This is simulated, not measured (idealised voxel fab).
Title: Process Module voxel released beams
Displayed cross-section: cut, width of 140 nm, square cells sized 5 nm.
Cross-section format: a grid of square cells, given as bands from top to bottom; each band is one or more rows of cells. What a band's entry tells you: where the top is and where the bottom is, as heights in nm, and after that what lies inside, material by material from left to right, each with its width in nm. Empty space is written as the word "blank", and a single material marked with the word "everywhere" occupies the band from edge to edge. Heights from 0 (as-received wafer is one material below). Bottom band endless downward, as "top 0, no bottom". A width such as "30->40" changes by the same amount from each row of cells to the next, from the band's top row to its bottom row. Key: "same as before" - step with no changed cell in the cross-section. Sealed internal cavities: empty space of 8 cells or more with no open way to the top, each as width x height at its distance from the left edge, in nm. If you see something after the settings on a step's line, that's the simulator's own remark about that step. On any step carrying a mask, the "overlay nm" setting, if present on the step's line, tells how far right of its planned place the mask lay; negative values point to the left.
This section lists the process steps that were planned:
- 1: RECEIVE (material Si)
- 2: CONFORMAL_DEP (material SiN; thk nm 10)
- 3: DIRECTIONAL_DEP (material SiO2; thk nm 10)
- 4: MASKED_ETCH (tone open; mask id ANCHOR; width nm 35; etch materials SiO2; depth nm 10; overlay nm 0)
- 5: CONFORMAL_DEP (material polySi; thk nm 15)
- 6: DIRECTIONAL_DEP (material aC; thk nm 15)
- 7: PATTERN (tone cover; mask id BEAM; material resist; width nm 80; thk nm 35; overlay nm 0)
- 8: DIRECTIONAL_ETCH (etch materials aC; depth nm 15)
- 9: STRIP (etch materials resist)
- 10: DIRECTIONAL_ETCH (etch materials polySi; depth nm 15)
- 11: STRIP (etch materials aC)
- 12: STRIP (etch materials SiO2)
Wafer as received: cross-section following step 1:
top 0, no bottom: Si everywhere
Sealed internal cavities: none
Look at the cross-section after the module: the wafer started out the way shown above and the plan was the one shown above, yet one mistake was made along the way:
top 25, bottom 15: 25 nm blank / 20 nm polySi / 5 nm blank / 55 nm polySi / 35 nm blank
top 15, bottom 10: 25 nm blank / 80 nm polySi / 35 nm blank
top 10, bottom 0: 30 nm blank / 35 nm polySi / 75 nm blank
top 0, no bottom: Si everywhere
Sealed internal cavities: none
Misprocessing identified: plan step 2 was not performed, having been skipped
